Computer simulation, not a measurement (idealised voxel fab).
A process module follows: voxel local oxidation.
For reference, the cross-section in this document is cut, with width 230 nm and square cells of 5 nm.
Notation: cross-section as square-cell grid; stated in bands, top first, going down; one or more cell rows per band. It is stipulated that each band's entry specify, in nanometres, the height of the top of the band and then that of its bottom, followed by the materials of the band in left-to-right sequence, each together with its width in nanometres. A single material marked by the word "everywhere" is understood to fill the band from edge to edge; the word "air" is understood to denote empty space. Convention: height 0 is the level below which the wafer, as received, is all one material. The lowest band does not terminate at the bottom but continues downward, represented as "0 and below". Width: "30 to 40" (first number = top row, second number = bottom row, same change from row to row of cells). Given "nothing was modified" for a step, no cell of the cross-section differs between before and after that step. Closed empty spaces (no open way to the top) of 8 cells or more are what "Unvented voids" lists, each as width x height at distance from the left edge, nm for all three. after a step's settings: what the simulator itself notes on the step. "overlay nm" answers the question of how far to the right of plan the mask lay on a step that has a mask, and when it is negative the answer is to the left. Every pair from here on: before one process step, after it. The after cross-section reaches only to the lowest band that changed. Below the pair: the step in between and its settings. Pairs can belong to different runs of this module on the same starting wafer; a pair carries on from the pair above only if the entry headed "before" says so.

# before
* 0 and below  Si everywhere
* Unvented voids: none

# Cross-Section Thereafter
* 5 down to 0  SiO2 everywhere
* Beneath the level 0, the cross-section is identical to its previous state.
* Unvented voids: none
The process step separating the two cross-sections depicted above is as follows: op CONFORMAL_DEP | material SiO2 | thk nm 5

before: It is represented by the cross-section appearing after the step of the pair directly above.

# Cross-Section Thereafter
* 20 down to 5  SiN everywhere
* Beneath the level 5, the cross-section is identical to its previous state.
* Unvented voids: none
The process step separating the two cross-sections depicted above is as follows: op CONFORMAL_DEP | material SiN | thk nm 15

before: It is represented by the cross-section appearing after the step of the pair directly above.

# Cross-Section Thereafter
* 35 down to 20  aC everywhere
* Beneath the level 20, the cross-section is identical to its previous state.
* Unvented voids: none
The process step separating the two cross-sections depicted above is as follows: op DIRECTIONAL_DEP | material aC | thk nm 15

before: It is represented by the cross-section appearing after the step of the pair directly above.

# Cross-Section Thereafter
* 65 down to 35  air 55, then resist 120, then air 55
* Beneath the level 35, the cross-section is identical to its previous state.
* Unvented voids: none
The process step separating the two cross-sections depicted above is as follows: op PATTERN | tone cover | mask id ACTIVE | material resist | width nm 120 | thk nm 30 | overlay nm 0

before: It is represented by the cross-section appearing after the step of the pair directly above.

# Cross-Section Thereafter
* 50 down to 35  air 55, then resist 120, then air 55
* 35 down to 20  air 55, then aC 120, then air 55
* Beneath the level 20, the cross-section is identical to its previous state.
* Unvented voids: none
The process step separating the two cross-sections depicted above is as follows: op DIRECTIONAL_ETCH | etch materials aC | depth nm 15

before: It is represented by the cross-section appearing after the step of the pair directly above.

# Cross-Section Thereafter
* 35 down to 20  air 55, then aC 120, then air 55
* Beneath the level 20, the cross-section is identical to its previous state.
* Unvented voids: none
The process step separating the two cross-sections depicted above is as follows: op STRIP | etch materials resist

before: It is represented by the cross-section appearing after the step of the pair directly above.

# Cross-Section Thereafter
* 35 down to 20  air 55, then aC 120, then air 55
* 20 down to 5  air 55, then SiN 120, then air 55
* Beneath the level 5, the cross-section is identical to its previous state.
* Unvented voids: none
The process step separating the two cross-sections depicted above is as follows: op DIRECTIONAL_ETCH | etch materials SiN | depth nm 15

before: It is represented by the cross-section appearing after the step of the pair directly above.

# Cross-Section Thereafter
* 20 down to 5  air 55, then SiN 120, then air 55
* Beneath the level 5, the cross-section is identical to its previous state.
* Unvented voids: none
The process step separating the two cross-sections depicted above is as follows: op STRIP | etch materials aC

before: It is represented by the cross-section appearing after the step of the pair directly above.

# Cross-Section Thereafter
* 20 down to 5  air 55, then SiN 120, then air 55
* 5 down to 0  air 60, then SiO2 110, then air 60
* Beneath the level 0, the cross-section is identical to its previous state.
* Unvented voids: none
The process step separating the two cross-sections depicted above is as follows: op SELECTIVE_ETCH | etch materials SiO2 | depth nm 5

before: It is represented by the cross-section appearing after the step of the pair directly above.

# Cross-Section Thereafter
* 20 down to 5  air 55, then SiN 120, then air 55
* 5 down to 0  air 60, then SiO2 110, then air 60
* 0 down to -15  SiO2 75, then Si 80, then SiO2 75
* Beneath the level -15, the cross-section is identical to its previous state.
* Unvented voids: none
The process step separating the two cross-sections depicted above is as follows: op OXIDIZE | depth nm 15

before: It is represented by the cross-section appearing after the step of the pair directly above.

# Cross-Section Thereafter
* 5 down to 0  air 60, then SiO2 110, then air 60
* Beneath the level 0, the cross-section is identical to its previous state.
* Unvented voids: none
The process step separating the two cross-sections depicted above is as follows: op STRIP | etch materials SiN

# before
* 0 and below  Si everywhere
* Unvented voids: none

# Cross-Section Thereafter
* 15 down to 0  SiN everywhere
* Beneath the level 0, the cross-section is identical to its previous state.
* Unvented voids: none
The process step separating the two cross-sections depicted above is as follows: op CONFORMAL_DEP | material SiN | thk nm 15

before: It is represented by the cross-section appearing after the step of the pair directly above.

# Cross-Section Thereafter
* 30 down to 15  aC everywhere
* Beneath the level 15, the cross-section is identical to its previous state.
* Unvented voids: none
The process step separating the two cross-sections depicted above is as follows: op DIRECTIONAL_DEP | material aC | thk nm 15

before: It is represented by the cross-section appearing after the step of the pair directly above.

# Cross-Section Thereafter
* 60 down to 30  air 55, then resist 120, then air 55
* Beneath the level 30, the cross-section is identical to its previous state.
* Unvented voids: none
The process step separating the two cross-sections depicted above is as follows: op PATTERN | tone cover | mask id ACTIVE | material resist | width nm 120 | thk nm 30 | overlay nm 0

before: It is represented by the cross-section appearing after the step of the pair directly above.

# Cross-Section Thereafter
* 45 down to 30  air 55, then resist 120, then air 55
* 30 down to 15  air 55, then aC 120, then air 55
* Beneath the level 15, the cross-section is identical to its previous state.
* Unvented voids: none
The process step separating the two cross-sections depicted above is as follows: op DIRECTIONAL_ETCH | etch materials aC | depth nm 15

before: It is represented by the cross-section appearing after the step of the pair directly above.

# Cross-Section Thereafter
* 30 down to 15  air 55, then aC 120, then air 55
* Beneath the level 15, the cross-section is identical to its previous state.
* Unvented voids: none
The process step separating the two cross-sections depicted above is as follows: op STRIP | etch materials resist

before: It is represented by the cross-section appearing after the step of the pair directly above.

# Cross-Section Thereafter
* 30 down to 15  air 55, then aC 120, then air 55
* 15 down to 0  air 55, then SiN 120, then air 55
* Beneath the level 0, the cross-section is identical to its previous state.
* Unvented voids: none
The process step separating the two cross-sections depicted above is as follows: op DIRECTIONAL_ETCH | etch materials SiN | depth nm 15

before: It is represented by the cross-section appearing after the step of the pair directly above.

# Cross-Section Thereafter
* 15 down to 0  air 55, then SiN 120, then air 55
* Beneath the level 0, the cross-section is identical to its previous state.
* Unvented voids: none
The process step separating the two cross-sections depicted above is as follows: op STRIP | etch materials aC

before: It is represented by the cross-section appearing after the step of the pair directly above.

# Cross-Section Thereafter
* 15 down to 0  air 55, then SiN 120, then air 55
* 0 down to -15  SiO2 70, then Si 90, then SiO2 70
* Beneath the level -15, the cross-section is identical to its previous state.
* Unvented voids: none
The process step separating the two cross-sections depicted above is as follows: op OXIDIZE | depth nm 15

before: It is represented by the cross-section appearing after the step of the pair directly above.

# Cross-Section Thereafter
* 0 down to -15  SiO2 70, then Si 90, then SiO2 70
* Beneath the level -15, the cross-section is identical to its previous state.
* Unvented voids: none
The process step separating the two cross-sections depicted above is as follows: op STRIP | etch materials SiN

# before
* 50 down to 35  air 55, then resist 120, then air 55
* 35 down to 20  air 55, then aC 120, then air 55
* 20 down to 5  SiN everywhere
* 5 down to 0  SiO2 everywhere
* 0 and below  Si everywhere
* Unvented voids: none

# Cross-Section Thereafter
* 35 down to 20  air 55, then aC 120, then air 55
* Beneath the level 20, the cross-section is identical to its previous state.
* Unvented voids: none
The process step separating the two cross-sections depicted above is as follows: op DIRECTIONAL_ETCH | etch materials aC | depth nm 15

# before
* 20 down to 5  air 55, then SiN 120, then air 55
* 5 down to 0  air 60, then SiO2 110, then air 60
* 0 and below  Si everywhere
* Unvented voids: none

# Cross-Section Thereafter
* 5 down to 0  air 60, then SiO2 110, then air 60
* Beneath the level 0, the cross-section is identical to its previous state.
* Unvented voids: none
The process step separating the two cross-sections depicted above is as follows: op STRIP | etch materials SiN

before: It is represented by the cross-section appearing after the step of the pair directly above.

# Cross-Section Thereafter
* 5 down to 0  air 60, then SiO2 110, then air 60
* 0 down to -15  SiO2 75, then Si 80, then SiO2 75
* Beneath the level -15, the cross-section is identical to its previous state.
* Unvented voids: none
The process step separating the two cross-sections depicted above is as follows: op OXIDIZE | depth nm 15

# before
* 20 down to 5  air 55, then SiN 120, then air 55
* 5 down to 0  air 60, then SiO2 110, then air 60
* 0 and below  Si everywhere
* Unvented voids: none

# Cross-Section Thereafter
* 20 down to 5  air 55, then SiN 120, then air 55
* 5 down to 0  air 60, then SiO2 110, then air 60
* 0 down to -10  SiO2 70, then Si 90, then SiO2 70
* Beneath the level -10, the cross-section is identical to its previous state.
* Unvented voids: none
The process step separating the two cross-sections depicted above is as follows: op OXIDIZE | depth nm 10

before: It is represented by the cross-section appearing after the step of the pair directly above.

# Cross-Section Thereafter
* 5 down to 0  air 60, then SiO2 110, then air 60
* Beneath the level 0, the cross-section is identical to its previous state.
* Unvented voids: none
The process step separating the two cross-sections depicted above is as follows: op STRIP | etch materials SiN

# before
* 35 down to 20  aC everywhere
* 20 down to 5  SiN everywhere
* 5 down to 0  SiO2 everywhere
* 0 and below  Si everywhere
* Unvented voids: none

# Cross-Section Thereafter
* 65 down to 35  air 60, then resist 115, then air 55
* Beneath the level 35, the cross-section is identical to its previous state.
* Unvented voids: none
The process step separating the two cross-sections depicted above is as follows: op PATTERN | tone cover | mask id ACTIVE | material resist | width nm 115 | thk nm 30 | overlay nm 0

before: It is represented by the cross-section appearing after the step of the pair directly above.

# Cross-Section Thereafter
* 50 down to 35  air 60, then resist 115, then air 55
* 35 down to 20  air 60, then aC 115, then air 55
* Beneath the level 20, the cross-section is identical to its previous state.
* Unvented voids: none
The process step separating the two cross-sections depicted above is as follows: op DIRECTIONAL_ETCH | etch materials aC | depth nm 15

before: It is represented by the cross-section appearing after the step of the pair directly above.

# Cross-Section Thereafter
* 35 down to 20  air 60, then aC 115, then air 55
* Beneath the level 20, the cross-section is identical to its previous state.
* Unvented voids: none
The process step separating the two cross-sections depicted above is as follows: op STRIP | etch materials resist

before: It is represented by the cross-section appearing after the step of the pair directly above.

# Cross-Section Thereafter
* 35 down to 20  air 60, then aC 115, then air 55
* 20 down to 5  air 60, then SiN 115, then air 55
* Beneath the level 5, the cross-section is identical to its previous state.
* Unvented voids: none
The process step separating the two cross-sections depicted above is as follows: op DIRECTIONAL_ETCH | etch materials SiN | depth nm 15

before: It is represented by the cross-section appearing after the step of the pair directly above.

# Cross-Section Thereafter
* 20 down to 5  air 60, then SiN 115, then air 55
* Beneath the level 5, the cross-section is identical to its previous state.
* Unvented voids: none
The process step separating the two cross-sections depicted above is as follows: op STRIP | etch materials aC

before: It is represented by the cross-section appearing after the step of the pair directly above.

# Cross-Section Thereafter
* 20 down to 5  air 60, then SiN 115, then air 55
* 5 down to 0  air 65, then SiO2 105, then air 60
* Beneath the level 0, the cross-section is identical to its previous state.
* Unvented voids: none
The process step separating the two cross-sections depicted above is as follows: op SELECTIVE_ETCH | etch materials SiO2 | depth nm 5

before: It is represented by the cross-section appearing after the step of the pair directly above.

# Cross-Section Thereafter
* 20 down to 5  air 60, then SiN 115, then air 55
* 5 down to 0  air 65, then SiO2 105, then air 60
* 0 down to -15  SiO2 80, then Si 75, then SiO2 75
* Beneath the level -15, the cross-section is identical to its previous state.
* Unvented voids: none
The process step separating the two cross-sections depicted above is as follows: op OXIDIZE | depth nm 15

before: It is represented by the cross-section appearing after the step of the pair directly above.

# Cross-Section Thereafter
* 5 down to 0  air 65, then SiO2 105, then air 60
* Beneath the level 0, the cross-section is identical to its previous state.
* Unvented voids: none
The process step separating the two cross-sections depicted above is as follows: op STRIP | etch materials SiN

# before
* 35 down to 20  aC everywhere
* 20 down to 5  SiN everywhere
* 5 down to 0  SiO2 everywhere
* 0 and below  Si everywhere
* Unvented voids: none

# Cross-Section Thereafter
* 65 down to 35  air 60, then resist 120, then air 50
* Beneath the level 35, the cross-section is identical to its previous state.
* Unvented voids: none
The process step separating the two cross-sections depicted above is as follows: op PATTERN | tone cover | mask id ACTIVE | material resist | width nm 120 | thk nm 30 | overlay nm 5

before: It is represented by the cross-section appearing after the step of the pair directly above.

# Cross-Section Thereafter
* 50 down to 35  air 60, then resist 120, then air 50
* 35 down to 20  air 60, then aC 120, then air 50
* Beneath the level 20, the cross-section is identical to its previous state.
* Unvented voids: none
The process step separating the two cross-sections depicted above is as follows: op DIRECTIONAL_ETCH | etch materials aC | depth nm 15

before: It is represented by the cross-section appearing after the step of the pair directly above.

# Cross-Section Thereafter
* 35 down to 20  air 60, then aC 120, then air 50
* Beneath the level 20, the cross-section is identical to its previous state.
* Unvented voids: none
The process step separating the two cross-sections depicted above is as follows: op STRIP | etch materials resist

before: It is represented by the cross-section appearing after the step of the pair directly above.

# Cross-Section Thereafter
* 35 down to 20  air 60, then aC 120, then air 50
* 20 down to 5  air 60, then SiN 120, then air 50
* Beneath the level 5, the cross-section is identical to its previous state.
* Unvented voids: none
The process step separating the two cross-sections depicted above is as follows: op DIRECTIONAL_ETCH | etch materials SiN | depth nm 15

before: It is represented by the cross-section appearing after the step of the pair directly above.

# Cross-Section Thereafter
* 20 down to 5  air 60, then SiN 120, then air 50
* Beneath the level 5, the cross-section is identical to its previous state.
* Unvented voids: none
The process step separating the two cross-sections depicted above is as follows: op STRIP | etch materials aC

before: It is represented by the cross-section appearing after the step of the pair directly above.

# Cross-Section Thereafter
* 20 down to 5  air 60, then SiN 120, then air 50
* 5 down to 0  air 65, then SiO2 110, then air 55
* Beneath the level 0, the cross-section is identical to its previous state.
* Unvented voids: none
The process step separating the two cross-sections depicted above is as follows: op SELECTIVE_ETCH | etch materials SiO2 | depth nm 5

before: It is represented by the cross-section appearing after the step of the pair directly above.

# Cross-Section Thereafter
* 20 down to 5  air 60, then SiN 120, then air 50
* 5 down to 0  air 65, then SiO2 110, then air 55
* 0 down to -15  SiO2 80, then Si 80, then SiO2 70
* Beneath the level -15, the cross-section is identical to its previous state.
* Unvented voids: none
The process step separating the two cross-sections depicted above is as follows: op OXIDIZE | depth nm 15

before: It is represented by the cross-section appearing after the step of the pair directly above.

# Cross-Section Thereafter
* 5 down to 0  air 65, then SiO2 110, then air 55
* Beneath the level 0, the cross-section is identical to its previous state.
* Unvented voids: none
The process step separating the two cross-sections depicted above is as follows: op STRIP | etch materials SiN

# before
* 20 down to 5  air 55, then SiN 120, then air 55
* 5 down to 0  air 60, then SiO2 110, then air 60
* 0 down to -15  SiO2 75, then Si 80, then SiO2 75
* -15 and below  Si everywhere
* Unvented voids: none

# Cross-Section Thereafter
* 0 down to -15  air 75, then Si 80, then air 75
* Beneath the level -15, the cross-section is identical to its previous state.
* Unvented voids: none
The process step separating the two cross-sections depicted above is as follows: op STRIP | etch materials SiO2

# before
* 35 down to 20  aC everywhere
* 20 down to 5  SiN everywhere
* 5 down to 0  SiO2 everywhere
* 0 and below  Si everywhere
* Unvented voids: none

# Cross-Section Thereafter
* 65 down to 35  resist 55, then air 120, then resist 55
* Beneath the level 35, the cross-section is identical to its previous state.
* Unvented voids: none
The process step separating the two cross-sections depicted above is as follows: op PATTERN | tone open | mask id ACTIVE | material resist | width nm 120 | thk nm 30 | overlay nm 0

before: It is represented by the cross-section appearing after the step of the pair directly above.

# Cross-Section Thereafter
* 50 down to 35  resist 55, then air 120, then resist 55
* 35 down to 20  aC 55, then air 120, then aC 55
* Beneath the level 20, the cross-section is identical to its previous state.
* Unvented voids: none
The process step separating the two cross-sections depicted above is as follows: op DIRECTIONAL_ETCH | etch materials aC | depth nm 15

before: It is represented by the cross-section appearing after the step of the pair directly above.

# Cross-Section Thereafter
* 35 down to 20  aC 55, then air 120, then aC 55
* Beneath the level 20, the cross-section is identical to its previous state.
* Unvented voids: none
The process step separating the two cross-sections depicted above is as follows: op STRIP | etch materials resist

before: It is represented by the cross-section appearing after the step of the pair directly above.

# Cross-Section Thereafter
* 35 down to 20  aC 55, then air 120, then aC 55
* 20 down to 5  SiN 55, then air 120, then SiN 55
* Beneath the level 5, the cross-section is identical to its previous state.
* Unvented voids: none
The process step separating the two cross-sections depicted above is as follows: op DIRECTIONAL_ETCH | etch materials SiN | depth nm 15

before: It is represented by the cross-section appearing after the step of the pair directly above.

# Cross-Section Thereafter
* 20 down to 5  SiN 55, then air 120, then SiN 55
* Beneath the level 5, the cross-section is identical to its previous state.
* Unvented voids: none
The process step separating the two cross-sections depicted above is as follows: op STRIP | etch materials aC

before: It is represented by the cross-section appearing after the step of the pair directly above.

# Cross-Section Thereafter
* 20 down to 5  SiN 55, then air 120, then SiN 55
* 5 down to 0  SiO2 50, then air 130, then SiO2 50
* Beneath the level 0, the cross-section is identical to its previous state.
* Unvented voids: none
The process step separating the two cross-sections depicted above is as follows: op SELECTIVE_ETCH | etch materials SiO2 | depth nm 5

before: It is represented by the cross-section appearing after the step of the pair directly above.

# Cross-Section Thereafter
* 20 down to 5  SiN 55, then air 120, then SiN 55
* 5 down to 0  SiO2 50, then air 130, then SiO2 50
* 0 down to -15  Si 35, then SiO2 160, then Si 35
* Beneath the level -15, the cross-section is identical to its previous state.
* Unvented voids: none
The process step separating the two cross-sections depicted above is as follows: op OXIDIZE | depth nm 15

before: It is represented by the cross-section appearing after the step of the pair directly above.

# Cross-Section Thereafter
* 5 down to 0  SiO2 50, then air 130, then SiO2 50
* Beneath the level 0, the cross-section is identical to its previous state.
* Unvented voids: none
The process step separating the two cross-sections depicted above is as follows: op STRIP | etch materials SiN
